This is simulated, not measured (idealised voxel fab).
A process module follows: voxel plated lines.
This is section cut - it's 290 nm across, gridded in 5 nm square cells.
Cross-section = grid of square cells, listed top down in bands; band = one or more rows. Per band: top height and bottom height in nm, followed by the left-to-right materials and their widths in nm; "everywhere" marks a single material spanning edge to edge, "blank" marks empty space. Measure heights from 0. That's the level where, below it, the as-received wafer is all one material. The lowest band is bottomless and extends downward; write it as in "0 -> down". Note: "30..40" means the width goes from the first number (top row of the band) to the second number (bottom row) in equal steps per row of cells. "remained unchanged" -> step changed no cross-section cell. Reported under the label "Voids lacking openings" are the empty spaces having no open way to the top and comprising 8 cells or more; the notation for each is width x height at distance, in which the distance is measured from the left edge and all three values are in nm. Note: text after step settings on the step line = simulator remark on that step. overlay nm: right-of-plan distance of the mask on a masked step; negative values mean left-of-plan.
Steps in the process plan:
1 RECEIVE: material Si
2 CONFORMAL_DEP: material Al2O3, thk nm 10
3 DIRECTIONAL_DEP: material TiN, thk nm 5
4 PATTERN: tone open, mask id LINES, material resist, width nm 30, pitch nm 60, thk nm 40, overlay nm 0
5 EPI: material Ru, thk nm 5
6 EPI: material Ru, thk nm 5
7 EPI: material Ru, thk nm 5
8 STRIP: etch materials resist
9 DIRECTIONAL_ETCH: etch materials TiN, depth nm 5
10 CONFORMAL_DEP: material SiO2, thk nm 5
Cross-section of the wafer at receipt, which is the condition after step 1:
0 -> down: Si everywhere
Voids lacking openings: none
Wafer at module end, in section. Began as above, planned as above, run with one mistake:
45 -> 30: blank=85  SiO2=120  blank=85
30 -> 25: blank=85  SiO2=15  Ru=30  SiO2=30  Ru=30  SiO2=15  blank=85
25 -> 15: SiO2=100  Ru=30  SiO2=30  Ru=30  SiO2=100
15 -> 10: SiO2=100  TiN=30  SiO2=30  TiN=30  SiO2=100
10 -> 0: Al2O3 everywhere
0 -> down: Si everywhere
Voids lacking openings: none
Against the plan, the run slipped here: step 10 ran with different settings than intended, the actual operation and settings being CONFORMAL_DEP: material SiO2, thk nm 15
